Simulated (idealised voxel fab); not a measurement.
Documented hereafter: the process module known as voxel trench capacitor.
The figure presents cross-section cut, which has a width of 280 nm and is divided into square cells with an edge length of 5 nm.
Format of a cross-section: grid, square cells. Given as bands. Order: top down. Band: one or more rows of cells. Band entry format. Leading values: height of top, height of bottom, nm. Remainder: materials in left-to-right order, each with its width in nm. Special words: "throughout" on a single material, which then fills the band edge to edge; "air", empty space. Convention: height 0 is the level below which the wafer, as received, is all one material. The lowest band does not terminate at the bottom but continues downward, represented as "0..down". With a width like "30 to 40", each row of cells in the band differs from the next by the same amount, the top row carrying the first number and the bottom row the second. Take "changes: none" at face value: in the step it is given for, the cross-section changed in none of its cells. Enclosed void list: empty space of 8 cells or more with no open way to the top, each as width x height at its distance from the left edge, in nm. Formally, on a step line, whatever follows the settings is a remark that the simulator itself makes on the step. A step line may carry the setting "overlay nm", which, for steps involving a mask, states the distance by which the mask lay to the right of its intended position; negative values denote displacement to the left.

# List of planned process steps
1) RECEIVE with material Si
2) CONFORMAL_DEP with material SiN, thk nm 10
3) MASKED_ETCH with tone open, mask id TRENCH, width nm 20, pitch nm 40, etch materials SiN, depth nm 10, overlay nm 0
4) MASKED_ETCH with tone open, mask id TRENCH, width nm 20, pitch nm 40, etch materials Si, depth nm 40, overlay nm 0
5) CONFORMAL_DEP with material SiO2, thk nm 5
6) FILL_DEP with material polySi, thk nm 10
7) CMP with height nm 10

# Cross-section, incoming material, after step 1
> 0..down | Si throughout
> Enclosed void list: none

# Wafer cross-section at module end: first of two, run to plan
> 10..0 | 90 nm SiN / 5 nm SiO2 / 10 nm polySi / 5 nm SiO2 / 20 nm SiN / 5 nm SiO2 / 10 nm polySi / 5 nm SiO2 / 20 nm SiN / 5 nm SiO2 / 10 nm polySi / 5 nm SiO2 / 90 nm SiN
> 0..-35 | 90 nm Si / 5 nm SiO2 / 10 nm polySi / 5 nm SiO2 / 20 nm Si / 5 nm SiO2 / 10 nm polySi / 5 nm SiO2 / 20 nm Si / 5 nm SiO2 / 10 nm polySi / 5 nm SiO2 / 90 nm Si
> -35..-40 | 90 nm Si / 20 nm SiO2 / 20 nm Si / 20 nm SiO2 / 20 nm Si / 20 nm SiO2 / 90 nm Si
> -40..down | Si throughout
> Enclosed void list: none

# Cross-section, second wafer: same start as the first, same plan as the first, one mistake in running it; taken at the end of the module
> 10..5 | 85 nm polySi / 5 nm SiO2 / 20 nm SiN / 5 nm SiO2 / 10 nm polySi / 5 nm SiO2 / 20 nm SiN / 5 nm SiO2 / 10 nm polySi / 5 nm SiO2 / 20 nm SiN / 5 nm SiO2 / 85 nm polySi
> 5..0 | 90 nm SiO2 / 20 nm SiN / 20 nm SiO2 / 20 nm SiN / 20 nm SiO2 / 20 nm SiN / 90 nm SiO2
> 0..down | Si throughout
> Enclosed void list: none
It is concluded that the wafer was processed incorrectly with respect to the plan, in that in deviation from the planned setting, step 3 was conducted as MASKED_ETCH with tone cover, mask id TRENCH, width nm 20, pitch nm 40, etch materials SiN, depth nm 10, overlay nm 0
Final difference in cells, second wafer against first, listed per material as more or fewer: Si: 96 more; SiN: 64 fewer; SiO2: 16 fewer; polySi: 16 fewer
